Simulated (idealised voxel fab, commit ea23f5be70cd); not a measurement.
Process module heading - voxel quadruple lines
The cross-section on display is named cut; it measures 215 nm wide, and its cells are 5 nm squares.
Cross-section spec: square-cell grid; bands listed top down; each band is one or more rows.
Heads up on the band format: heights come first, top then bottom, in nm. After that it's the materials left to right, each with its width in nm. A single material flagged "all across" fills the whole band edge to edge, and "blank" means there's empty space there.
Height datum 0, below which the as-received substrate wafer is one material. Lowest band open at the bottom, running downward: "0 -> down".
A width given as "30 to 40" starts at the first number in the band's top row and ends at the second number in its bottom row, shifting by an equal amount at every step from row to row.
"no modification", as given for a step, is the statement that not any cell of the cross-section underwent a change during that step.
"Closed-off voids" enumerates empty spaces isolated from the top, with no open way to it, that contain at least 8 cells, giving each as width x height at distance from the left edge, all three in nm.
It should be noted that, on the line of a given step, the content following the step's settings is a remark produced by the simulator itself with respect to that step.
overlay nm: where the mask lay relative to plan, measured to the right, on steps with a mask; negatives go left.

Listed below are the process steps as planned
| 1 | RECEIVE | material Si |
| 2 | CONFORMAL_DEP | material Al2O3 | thk nm 10 |
| 3 | DIRECTIONAL_DEP | material W | thk nm 15 |
| 4 | DIRECTIONAL_DEP | material polySi | thk nm 20 |
| 5 | DIRECTIONAL_DEP | material aC | thk nm 20 |
| 6 | PATTERN | tone cover | mask id MANDREL | material resist | width nm 25 | thk nm 25 | overlay nm 0 |
| 7 | DIRECTIONAL_ETCH | etch materials aC | depth nm 20 |
| 8 | STRIP | etch materials resist |
| 9 | CONFORMAL_DEP | material SiO2 | thk nm 15 |
| 10 | DIRECTIONAL_ETCH | etch materials SiO2 | depth nm 15 |
| 11 | STRIP | etch materials aC |
| 12 | DIRECTIONAL_ETCH | etch materials polySi | depth nm 20 |
| 13 | STRIP | etch materials SiO2 |
| 14 | CONFORMAL_DEP | material SiCN | thk nm 5 |
| 15 | DIRECTIONAL_ETCH | etch materials SiCN | depth nm 5 |
| 16 | STRIP | etch materials polySi |
| 17 | DIRECTIONAL_ETCH | etch materials W | depth nm 15 |
| 18 | STRIP | etch materials SiCN |
| 19 | FILL_DEP | material SiO2 | thk nm 5 |
| 20 | CMP | height nm 25 |

First wafer out of two, processed as planned

So this is the incoming wafer in cross-section - it's already been through step 1
- 0 -> down | Si all across
- Closed-off voids: none

Step 2 done - wafer cross-section
- 10 -> 0 | Al2O3 all across
- Below 0, the layers are the same as they were.

Step 3 done - wafer cross-section
- 25 -> 10 | W all across
- Below 10, the layers are the same as they were.

Step 4 done - wafer cross-section
- 45 -> 25 | polySi all across
- Below 25, the layers are the same as they were.

Step 5 done - wafer cross-section
- 65 -> 45 | aC all across
- Below 45, the layers are the same as they were.

Step 6 done - wafer cross-section
- 90 -> 65 | blank=95, then resist=25, then blank=95
- Below 65, the layers are the same as they were.

Step 7 done - wafer cross-section
- 70 -> 65 | blank=95, then resist=25, then blank=95
- 65 -> 45 | blank=95, then aC=25, then blank=95
- Below 45, the layers are the same as they were.

Step 8 done - wafer cross-section
- 65 -> 45 | blank=95, then aC=25, then blank=95
- Below 45, the layers are the same as they were.

Step 9 done - wafer cross-section
- 80 -> 65 | blank=80, then SiO2=55, then blank=80
- 65 -> 60 | blank=80, then SiO2=15, then aC=25, then SiO2=15, then blank=80
- 60 -> 45 | SiO2=95, then aC=25, then SiO2=95
- Below 45, the layers are the same as they were.

Step 10 done - wafer cross-section
- 65 -> 45 | blank=80, then SiO2=15, then aC=25, then SiO2=15, then blank=80
- Below 45, the layers are the same as they were.

Step 11 done - wafer cross-section
- 65 -> 45 | blank=80, then SiO2=15, then blank=25, then SiO2=15, then blank=80
- Below 45, the layers are the same as they were.

Step 12 done - wafer cross-section
- 65 -> 45 | blank=80, then SiO2=15, then blank=25, then SiO2=15, then blank=80
- 45 -> 25 | blank=80, then polySi=15, then blank=25, then polySi=15, then blank=80
- Below 25, the layers are the same as they were.

Step 13 done - wafer cross-section
- 45 -> 25 | blank=80, then polySi=15, then blank=25, then polySi=15, then blank=80
- Below 25, the layers are the same as they were.

Step 14 done - wafer cross-section
- 50 -> 45 | blank=75, then SiCN=25, then blank=15, then SiCN=25, then blank=75
- 45 -> 30 | blank=75, then SiCN=5, then polySi=15, then SiCN=5, then blank=15, then SiCN=5, then polySi=15, then SiCN=5, then blank=75
- 30 -> 25 | SiCN=80, then polySi=15, then SiCN=25, then polySi=15, then SiCN=80
- Below 25, the layers are the same as they were.

Step 15 done - wafer cross-section
- 45 -> 25 | blank=75, then SiCN=5, then polySi=15, then SiCN=5, then blank=15, then SiCN=5, then polySi=15, then SiCN=5, then blank=75
- Below 25, the layers are the same as they were.

Step 16 done - wafer cross-section
- 45 -> 25 | blank=75, then SiCN=5, then blank=15, then SiCN=5, then blank=15, then SiCN=5, then blank=15, then SiCN=5, then blank=75
- Below 25, the layers are the same as they were.

Step 17 done - wafer cross-section
- 45 -> 25 | blank=75, then SiCN=5, then blank=15, then SiCN=5, then blank=15, then SiCN=5, then blank=15, then SiCN=5, then blank=75
- 25 -> 10 | blank=75, then W=5, then blank=15, then W=5, then blank=15, then W=5, then blank=15, then W=5, then blank=75
- Below 10, the layers are the same as they were.

Step 18 done - wafer cross-section
- 25 -> 10 | blank=75, then W=5, then blank=15, then W=5, then blank=15, then W=5, then blank=15, then W=5, then blank=75
- Below 10, the layers are the same as they were.

Step 19 done - wafer cross-section
- 30 -> 25 | SiO2 all across
- 25 -> 10 | SiO2=75, then W=5, then SiO2=15, then W=5, then SiO2=15, then W=5, then SiO2=15, then W=5, then SiO2=75
- Below 10, the layers are the same as they were.

Step 20 done - wafer cross-section
- 25 -> 10 | SiO2=75, then W=5, then SiO2=15, then W=5, then SiO2=15, then W=5, then SiO2=15, then W=5, then SiO2=75
- Below 10, the layers are the same as they were.

Regarding the second of the two wafers: it shared the first wafer's starting condition and process plan, yet one error occurred during its execution. Its history coincides with that of the first wafer up to and including step 17

The second wafer in cross-section, at the planned close of step 18
- 25 -> 10 | blank=75, then W=5, then blank=15, then W=5, then blank=15, then W=5, then blank=15, then W=5, then blank=75
- Below 10, the layers are the same as they were.

The second wafer in cross-section, at the planned close of step 19
- 30 -> 25 | SiO2 all across
- 25 -> 10 | SiO2=75, then W=5, then SiO2=15, then W=5, then SiO2=15, then W=5, then SiO2=15, then W=5, then SiO2=75
- Below 10, the layers are the same as they were.

The second wafer in cross-section, at the planned close of step 20
- 25 -> 10 | SiO2=75, then W=5, then SiO2=15, then W=5, then SiO2=15, then W=5, then SiO2=15, then W=5, then SiO2=75
- Below 10, the layers are the same as they were.
Misprocessing identified: plan step 18 was twice executed
Honestly, by the end the two wafers have the same cross-section, so the mistake just doesn't show up in what this model computes.
